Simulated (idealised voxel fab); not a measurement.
Module name: voxel double patterning (process module)
In the cross-section labelled cut, the width is 205 nm and each square cell is 5 nm.
Cross-section spec: square-cell grid; bands listed top down; each band is one or more rows.
Within each band entry, the heights of the top and of the bottom of the band appear first, in that order and in nm; the materials of the band then follow from left to right, each with its corresponding width in nm. The designation "throughout" on a single material indicates that it fills the band from edge to edge; the designation "blank" indicates empty space.
Height datum 0, below which the as-received substrate wafer is one material. Lowest band open at the bottom, running downward: "from 0 down".
So if you see something like "30->40" for the width, read it as the top row of the band sitting at the first number and the bottom row at the second, with every row in between moving by the same amount as the last.
"nothing different" (step): cross-section cells unchanged, all of them.
"Enclosed internal voids" lists enclosed empty spaces (at least 8 cells, no open path upward to the top), each as width x height at distance from the left edge, in nm.
Note: text after step settings on the step line = simulator remark on that step.
The line of a step may include "overlay nm". On a step with a mask, this value is how far to the right of its planned place the mask lay. A negative value means the mask lay to the left.
So here's the lineup of process steps we planned:
1) RECEIVE (material Si)
2) CONFORMAL_DEP (material SiO2; thk nm 5)
3) DIRECTIONAL_DEP (material W; thk nm 10)
4) DIRECTIONAL_DEP (material SiN; thk nm 10)
5) PATTERN (tone open; mask id FIRST; material resist; width nm 15; pitch nm 50; thk nm 15; overlay nm 0)
6) DIRECTIONAL_ETCH (etch materials SiN; depth nm 10)
7) STRIP (etch materials resist)
8) MASKED_ETCH (tone open; mask id SECOND; width nm 15; etch materials SiN; depth nm 10; overlay nm 0)
9) DIRECTIONAL_ETCH (etch materials W; depth nm 10)
10) STRIP (etch materials SiN)
Here's what the wafer looked like in cross-section when it arrived - that's after step 1:
	from 0 down | Si throughout
	Enclosed internal voids: none
First wafer of two, sectioned at end of module; run went per plan:
	from 15 to 5 | 70 of W, 15 of blank, 10 of W, 15 of blank, 10 of W, 15 of blank, 70 of W
	from 5 to 0 | SiO2 throughout
	from 0 down | Si throughout
	Enclosed internal voids: none
Cross-sectional view of the second of two wafers upon completion of the module. This wafer shared its starting condition and process plan with the first; one error was made during its execution:
	from 15 to 5 | 70 of W, 15 of blank, 20 of W, 30 of blank, 70 of W
	from 5 to 0 | SiO2 throughout
	from 0 down | Si throughout
	Enclosed internal voids: none
Error vs. plan: step 8 was not run as planned; what actually ran was MASKED_ETCH (tone open; mask id SECOND; width nm 15; etch materials SiN; depth nm 10; overlay nm 10)
Cell counts per material: same on both final wafers. Positions: different.
